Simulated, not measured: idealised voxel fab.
voxel transistor to metal: a process module
The cross-section on display is named cut; it measures 285 nm wide, and its cells are 5 nm squares.
Bands, listed from the top down, are how a cross-section gets written in this document; the cross-section itself is a grid of square cells, and a band is one or more rows of them. Heights first: top, then bottom, in nm. Then materials, left to right, each with a width in nm. "all across" on a single material: fills the band edge to edge. "empty": empty space. Note: height 0 marks the level under which the wafer is uniformly one material as received. Lowest band unbounded below, written "0 and below". Quick explanation for "30->40": the width changes in equal steps down the rows of cells, from the first number in the band's top row to the second number in its bottom row. Basically "left unchanged" means that step didn't change any cell in the cross-section. If an empty space has no open way to the top and is at least 8 cells in size, "Sealed-off cavities" lists it, written width x height at distance, where distance is measured from the left edge and every value is in nm. Where a step's line continues beyond its settings, the continuation is a remark by the simulator itself on that step. For masked steps, "overlay nm" on the step line gives how far right of plan the mask actually lay; a minus sign means it lay to the left.
[The following list gives the planned process steps]
- 1: op RECEIVE | material Si
- 2: op OXIDIZE | depth nm 5
- 3: op CONFORMAL_DEP | material SiN | thk nm 10
- 4: op DIRECTIONAL_DEP | material aC | thk nm 15
- 5: op PATTERN | tone cover | mask id ACTIVE | material resist | width nm 105 | pitch nm 130 | thk nm 30 | overlay nm 0
- 6: op DIRECTIONAL_ETCH | etch materials aC | depth nm 15
- 7: op STRIP | etch materials resist
- 8: op DIRECTIONAL_ETCH | etch materials SiN | depth nm 10
- 9: op DIRECTIONAL_ETCH | etch materials SiO2 | depth nm 5
- 10: op DIRECTIONAL_ETCH | etch materials Si | depth nm 20
- 11: op STRIP | etch materials aC
- 12: op FILL_DEP | material SiO2 | thk nm 5
- 13: op CMP | height nm 10
- 14: op SELECTIVE_ETCH | etch materials SiO2 | depth nm 10
- 15: op STRIP | etch materials SiN
- 16: op SELECTIVE_ETCH | etch materials SiO2 | depth nm 5
- 17: op OXIDIZE | depth nm 5
- 18: op DIRECTIONAL_DEP | material polySi | thk nm 20
- 19: op DIRECTIONAL_DEP | material SiCN | thk nm 10
- 20: op PATTERN | tone cover | mask id GATE | material resist | width nm 35 | pitch nm 130 | thk nm 15 | overlay nm 0
- 21: op DIRECTIONAL_ETCH | etch materials SiCN | depth nm 20
- 22: op DIRECTIONAL_ETCH | etch materials polySi | depth nm 30
- 23: op STRIP | etch materials resist
- 24: op CONFORMAL_DEP | material SiN | thk nm 10
- 25: op DIRECTIONAL_ETCH | etch materials SiN | depth nm 10
- 26: op DIRECTIONAL_ETCH | etch materials SiO2 | depth nm 5
- 27: op DIRECTIONAL_ETCH | etch materials Si | depth nm 10
- 28: op EPI | material pSi | thk nm 15
- 29: op FILL_DEP | material SiO2 | thk nm 5
- 30: op CMP | height nm 15
- 31: op STRIP | etch materials polySi
- 32: op SELECTIVE_ETCH | etch materials SiO2 | depth nm 5
- 33: op CONFORMAL_DEP | material HfO2 | thk nm 5
- 34: op CONFORMAL_DEP | material TiN | thk nm 5
- 35: op FILL_DEP | material W | thk nm 10
- 36: op CMP | height nm 10
- 37: op DIRECTIONAL_DEP | material SiO2 | thk nm 10
- 38: op MASKED_ETCH | tone open | mask id CONTACT | width nm 15 | etch materials SiO2 | depth nm 25 | overlay nm 0
- 39: op CONFORMAL_DEP | material TiN | thk nm 5
- 40: op FILL_DEP | material W | thk nm 10
- 41: op CMP | height nm 20
- 42: op DIRECTIONAL_DEP | material TiN | thk nm 5
- 43: op DIRECTIONAL_DEP | material W | thk nm 25
- 44: op PATTERN | tone cover | mask id METAL_1 | material resist | width nm 15 | thk nm 15 | overlay nm 0
- 45: op DIRECTIONAL_ETCH | etch materials W | depth nm 25
- 46: op DIRECTIONAL_ETCH | etch materials TiN | depth nm 5
- 47: op STRIP | etch materials resist
- 48: op CONFORMAL_DEP | material SiN | thk nm 5
- 49: op FILL_DEP | material lowk | thk nm 5
- 50: op CMP | height nm 50
- 51: op CONFORMAL_DEP | material SiCN | thk nm 5
- 52: op DIRECTIONAL_DEP | material lowk | thk nm 25
- 53: op DIRECTIONAL_DEP | material aC | thk nm 10
- 54: op PATTERN | tone open | mask id METAL_2 | material resist | width nm 15 | pitch nm 130 | thk nm 25 | overlay nm 0
- 55: op DIRECTIONAL_ETCH | etch materials aC | depth nm 10
- 56: op STRIP | etch materials resist
- 57: op DIRECTIONAL_ETCH | etch materials lowk | depth nm 15
- 58: op STRIP | etch materials aC
- 59: op DIRECTIONAL_DEP | material aC | thk nm 15
- 60: op PATTERN | tone open | mask id METAL_2_HOLES | material resist | width nm 15 | pitch nm 130 | thk nm 35 | overlay nm 0
- 61: op DIRECTIONAL_ETCH | etch materials aC | depth nm 15
- 62: op STRIP | etch materials resist
- 63: op DIRECTIONAL_ETCH | etch materials lowk | depth nm 10
- 64: op DIRECTIONAL_ETCH | etch materials SiCN | depth nm 5
- 65: op STRIP | etch materials aC
- 66: op CONFORMAL_DEP | material TiN | thk nm 5
- 67: op FILL_DEP | material Cu | thk nm 10
- 68: op CMP | height nm 80
- 69: op CONFORMAL_DEP | material SiCN | thk nm 5
[Cross-section of the wafer upon arrival, representing the state reached after step 1]
  0 and below: Si all across
  Sealed-off cavities: none
[Wafer at module end, in section. Began as above, planned as above, run with one mistake]
  85 down to 80: SiCN all across
  80 down to 55: lowk 30, then TiN 5, then Cu 5, then TiN 5, then lowk 115, then TiN 5, then Cu 5, then TiN 5, then lowk 110
  55 down to 50: SiCN 30, then TiN 15, then SiCN 115, then TiN 15, then SiCN 110
  50 down to 25: lowk 25, then SiN 5, then W 15, then SiN 5, then lowk 55, then SiN 5, then W 15, then SiN 5, then lowk 25, then SiN 5, then W 15, then SiN 5, then lowk 55, then SiN 5, then W 15, then SiN 5, then lowk 25
  25 down to 20: SiN 30, then TiN 15, then SiN 65, then TiN 15, then SiN 35, then TiN 15, then SiN 65, then TiN 15, then SiN 30
  20 down to 15: SiO2 30, then TiN 5, then W 5, then TiN 5, then SiO2 65, then TiN 5, then W 5, then TiN 5, then SiO2 35, then TiN 5, then W 5, then TiN 5, then SiO2 65, then TiN 5, then W 5, then TiN 5, then SiO2 30
  15 down to 10: SiO2 30, then TiN 15, then SiO2 65, then TiN 15, then SiO2 35, then TiN 15, then SiO2 65, then TiN 15, then SiO2 30
  10 down to 5: TiN 50, then SiN 10, then HfO2 5, then TiN 5, then W 15, then TiN 5, then HfO2 5, then SiN 10, then TiN 75, then SiN 10, then HfO2 5, then TiN 5, then W 15, then TiN 5, then HfO2 5, then SiN 10, then TiN 50
  5 down to 0: TiN 35, then pSi 15, then SiN 10, then HfO2 5, then TiN 5, then W 15, then TiN 5, then HfO2 5, then SiN 10, then pSi 15, then TiN 45, then pSi 15, then SiN 10, then HfO2 5, then TiN 5, then W 15, then TiN 5, then HfO2 5, then SiN 10, then pSi 15, then TiN 35
  0 down to -5: TiN 35, then pSi 15, then SiN 10, then HfO2 5, then TiN 25, then HfO2 5, then SiN 10, then pSi 15, then TiN 45, then pSi 15, then SiN 10, then HfO2 5, then TiN 25, then HfO2 5, then SiN 10, then pSi 15, then TiN 35
  -5 down to -10: TiN 20, then pSi 30, then SiO2 5, then HfO2 45, then SiO2 5, then pSi 30, then TiN 15, then pSi 30, then SiO2 5, then HfO2 45, then SiO2 5, then pSi 30, then TiN 20
  -10 down to -20: SiO2 25, then pSi 25, then Si 55, then pSi 25, then SiO2 25, then pSi 25, then Si 55, then pSi 25, then SiO2 25
  -20 down to -25: SiO2 25, then Si 105, then SiO2 25, then Si 105, then SiO2 25
  -25 and below: Si all across
  Sealed-off cavities: none
In executing the process, a mistake was made relative to the plan: note that step 29 departed from the planned setting and was carried out as op FILL_DEP | material TiN | thk nm 5
